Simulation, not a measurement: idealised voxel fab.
process module | voxel transistor to metal
cross-section cut | 195 nm wide | cells 5 nm
A cross-section is a grid of square cells, given in bands from the top down. A band is one or more rows of cells.
Each band's line starts with the height of the band's top and of its bottom, in nm. Then come its materials from left to right, each with its width in nm. One material with "throughout" fills the band from edge to edge. "air" is empty space.
Height 0 is the level under which the wafer as received is all one material. The lowest band goes on downwards, as in "0 down".
A width such as "30 to 40" changes by the same amount from each row of cells to the next, from the band's top row to its bottom row.
"no change" after a step means that no cell of the cross-section changed.
closed voids: empty space of 8 cells or more with no open way to the top, each as width x height at its distance from the left edge, in nm
after a step's settings: what the simulator itself notes on the step
overlay nm, on a step with a mask: how far to the right of its planned place the mask lay; to the left if negative
plan
1 op RECEIVE | material Si
2 op CONFORMAL_DEP | material SiO2 | thk nm 5
3 op CONFORMAL_DEP | material SiN | thk nm 10
4 op MASKED_ETCH | tone cover | mask id ACTIVE | width nm 115 | etch materials SiN | depth nm 10 | overlay nm 0
5 op MASKED_ETCH | tone cover | mask id ACTIVE | width nm 115 | etch materials SiO2 | depth nm 5 | overlay nm 0
6 op MASKED_ETCH | tone cover | mask id ACTIVE | width nm 115 | etch materials Si | depth nm 30 | overlay nm 0
7 op FILL_DEP | material SiO2 | thk nm 5
8 op CMP | height nm 15
9 op SELECTIVE_ETCH | etch materials SiO2 | depth nm 5
10 op STRIP | etch materials SiN
11 op SELECTIVE_ETCH | etch materials SiO2 | depth nm 5
12 op OXIDIZE | depth nm 5
13 op DIRECTIONAL_DEP | material polySi | thk nm 20
14 op DIRECTIONAL_DEP | material SiCN | thk nm 10
15 op PATTERN | tone cover | mask id GATE | material resist | width nm 25 | thk nm 15 | overlay nm 0
16 op DIRECTIONAL_ETCH | etch materials SiCN | depth nm 20
17 op DIRECTIONAL_ETCH | etch materials polySi | depth nm 30
18 op STRIP | etch materials resist
19 op CONFORMAL_DEP | material SiO2 | thk nm 5
20 op DIRECTIONAL_ETCH | etch materials SiO2 | depth nm 5
21 op CONFORMAL_DEP | material SiN | thk nm 10
22 op DIRECTIONAL_ETCH | etch materials SiN | depth nm 10
23 op DIRECTIONAL_ETCH | etch materials SiO2 | depth nm 5
24 op DIRECTIONAL_ETCH | etch materials Si | depth nm 15
25 op EPI | material SiGe | thk nm 15
26 op FILL_DEP | material SiO2 | thk nm 5
27 op CMP | height nm 20
28 op STRIP | etch materials polySi
29 op SELECTIVE_ETCH | etch materials SiO2 | depth nm 5
30 op CONFORMAL_DEP | material HfO2 | thk nm 5
31 op CONFORMAL_DEP | material TiN | thk nm 5
32 op FILL_DEP | material W | thk nm 10
33 op CMP | height nm 15
34 op DIRECTIONAL_DEP | material SiO2 | thk nm 15
35 op MASKED_ETCH | tone open | mask id CONTACT | width nm 15 | pitch nm 80 | etch materials SiO2 | depth nm 20 | overlay nm 0
36 op CONFORMAL_DEP | material TiN | thk nm 5
37 op FILL_DEP | material W | thk nm 10
38 op CMP | height nm 30
39 op CONFORMAL_DEP | material SiCN | thk nm 5
40 op DIRECTIONAL_DEP | material SiO2 | thk nm 25
41 op MASKED_ETCH | tone open | mask id METAL_1 | width nm 15 | pitch nm 80 | etch materials SiO2 | depth nm 25 | overlay nm 0
42 op MASKED_ETCH | tone open | mask id METAL_1 | width nm 15 | pitch nm 80 | etch materials SiCN | depth nm 5 | overlay nm 0
43 op CONFORMAL_DEP | material TiN | thk nm 5
44 op FILL_DEP | material Cu | thk nm 5
45 op CMP | height nm 60
46 op CONFORMAL_DEP | material SiCN | thk nm 5
47 op DIRECTIONAL_DEP | material lowk | thk nm 25
48 op MASKED_ETCH | tone open | mask id METAL_2 | width nm 15 | pitch nm 80 | etch materials lowk | depth nm 15 | overlay nm 0
49 op DIRECTIONAL_DEP | material aC | thk nm 10
50 op PATTERN | tone open | mask id METAL_2_HOLES | material resist | width nm 15 | pitch nm 80 | thk nm 30 | overlay nm 0
51 op DIRECTIONAL_ETCH | etch materials aC | depth nm 10
52 op STRIP | etch materials resist
53 op DIRECTIONAL_ETCH | etch materials lowk | depth nm 10
54 op DIRECTIONAL_ETCH | etch materials SiCN | depth nm 5
55 op STRIP | etch materials aC
56 op CONFORMAL_DEP | material TiN | thk nm 5
57 op FILL_DEP | material Cu | thk nm 10
58 op CMP | height nm 90
59 op CONFORMAL_DEP | material SiN | thk nm 5
as received, after step 1
  0 down: Si throughout
  closed voids: none
a wafer at the end: this start, this plan, one mistake
  95 to 90: SiN throughout
  90 to 65: lowk 50 | TiN 5 | Cu 5 | TiN 5 | lowk 65 | TiN 5 | Cu 5 | TiN 5 | lowk 50
  65 to 60: SiCN 50 | TiN 15 | SiCN 65 | TiN 15 | SiCN 50
  60 to 35: SiO2 50 | TiN 5 | Cu 5 | TiN 5 | SiO2 65 | TiN 5 | Cu 5 | TiN 5 | SiO2 50
  35 to 30: SiCN 50 | TiN 15 | SiCN 65 | TiN 15 | SiCN 50
  30 to 15: SiO2 50 | TiN 5 | W 5 | TiN 5 | SiO2 65 | TiN 5 | W 5 | TiN 5 | SiO2 50
  15 to 10: SiO2 50 | TiN 15 | SiO2 5 | SiN 10 | TiN 5 | HfO2 5 | W 15 | HfO2 5 | TiN 5 | SiN 10 | SiO2 5 | TiN 15 | SiO2 50
  10 to 5: SiO2 45 | SiGe 25 | SiN 10 | TiN 5 | HfO2 5 | W 15 | HfO2 5 | TiN 5 | SiN 10 | SiGe 25 | SiO2 45
  5 to 0: SiO2 40 | SiN 10 | SiGe 20 | SiN 10 | TiN 5 | HfO2 25 | TiN 5 | SiN 10 | SiGe 20 | SiN 10 | SiO2 40
  0 to -5: SiO2 50 | SiGe 20 | SiO2 10 | TiN 35 | SiO2 10 | SiGe 20 | SiO2 50
  -5 to -20: SiO2 40 | Si 10 | SiGe 20 | Si 55 | SiGe 20 | Si 10 | SiO2 40
  -20 to -30: SiO2 40 | Si 115 | SiO2 40
  -30 down: Si throughout
  closed voids: none
what went wrong: steps 30 and 31 were swapped
